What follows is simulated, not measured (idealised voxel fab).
Herein follows the process module entitled voxel quadruple lines.
cross-section cut | 295 nm wide | cells 5 nm
Square cells in a grid make up a cross-section in this document, and the grid is given as bands, listed from the top down, each one or more rows of cells. Within each band entry, the heights of the top and of the bottom of the band appear first, in that order and in nm; the materials of the band then follow from left to right, each with its corresponding width in nm. The designation "all across" on a single material indicates that it fills the band from edge to edge; the designation "air" indicates empty space. Beneath 0, the wafer as received is one material, and that level is where height counting begins. The lowest band goes on downward without a bottom; it is written like "0 and below". A width such as "30..40" changes by the same amount from each row of cells to the next, from the band's top row to its bottom row. "same as before" -> step changed no cross-section cell. Look at "Fully enclosed voids" for the closed voids: empty spaces with no open path to the top, sized 8 cells or up. Each is width x height at distance, distance from the left edge, all nm. Heads up: the bit after the settings on a step's line is the simulator's remark on that step. overlay nm: for a step with a mask, the amount by which the mask lay right of where it was planned; a negative amount means left of it.

THE FOLLOWING LIST GIVES THE PLANNED PROCESS STEPS
- 1: RECEIVE | material Si
- 2: CONFORMAL_DEP | material Al2O3 | thk nm 5
- 3: DIRECTIONAL_DEP | material TiN | thk nm 15
- 4: DIRECTIONAL_DEP | material polySi | thk nm 20
- 5: DIRECTIONAL_DEP | material aC | thk nm 20
- 6: PATTERN | tone cover | mask id MANDREL | material resist | width nm 30 | thk nm 30 | overlay nm 0
- 7: DIRECTIONAL_ETCH | etch materials aC | depth nm 20
- 8: STRIP | etch materials resist
- 9: CONFORMAL_DEP | material SiO2 | thk nm 10
- 10: DIRECTIONAL_ETCH | etch materials SiO2 | depth nm 10
- 11: STRIP | etch materials aC
- 12: DIRECTIONAL_ETCH | etch materials polySi | depth nm 20
- 13: STRIP | etch materials SiO2
- 14: CONFORMAL_DEP | material SiCN | thk nm 10
- 15: DIRECTIONAL_ETCH | etch materials SiCN | depth nm 10
- 16: STRIP | etch materials polySi
- 17: DIRECTIONAL_ETCH | etch materials TiN | depth nm 15
- 18: STRIP | etch materials SiCN

CROSS-SECTION OF THE INCOMING WAFER, STATE AFTER STEP 1
* 0 and below  Si all across
* Fully enclosed voids: none

POST-MODULE CROSS-SECTION OF THE FIRST OF TWO WAFERS (RUN PER PLAN)
* 20 down to 5  110 of air, then 10 of TiN, then 10 of air, then 10 of TiN, then 10 of air, then 10 of TiN, then 10 of air, then 10 of TiN, then 115 of air
* 5 down to 0  Al2O3 all across
* 0 and below  Si all across
* Fully enclosed voids: none

NOW THE SECOND WAFER, CROSS-SECTIONED AT THE END OF THE MODULE. NOTHING DIFFERENT AT THE START, NOTHING DIFFERENT IN THE PLAN COMPARED WITH THE FIRST, JUST ONE MISTAKE WHEN IT WAS ACTUALLY RUN
* 35 down to 20  110 of air, then 10 of TiN, then 10 of air, then 10 of TiN, then 10 of air, then 10 of TiN, then 10 of air, then 10 of TiN, then 115 of air
* 20 down to 5  TiN all across
* 5 down to 0  Al2O3 all across
* 0 and below  Si all across
* Fully enclosed voids: none
Run error: step 3 from the plan got run twice
Wafer comparison, final, in cells, second relative to first, materials more or fewer: TiN: 177 more
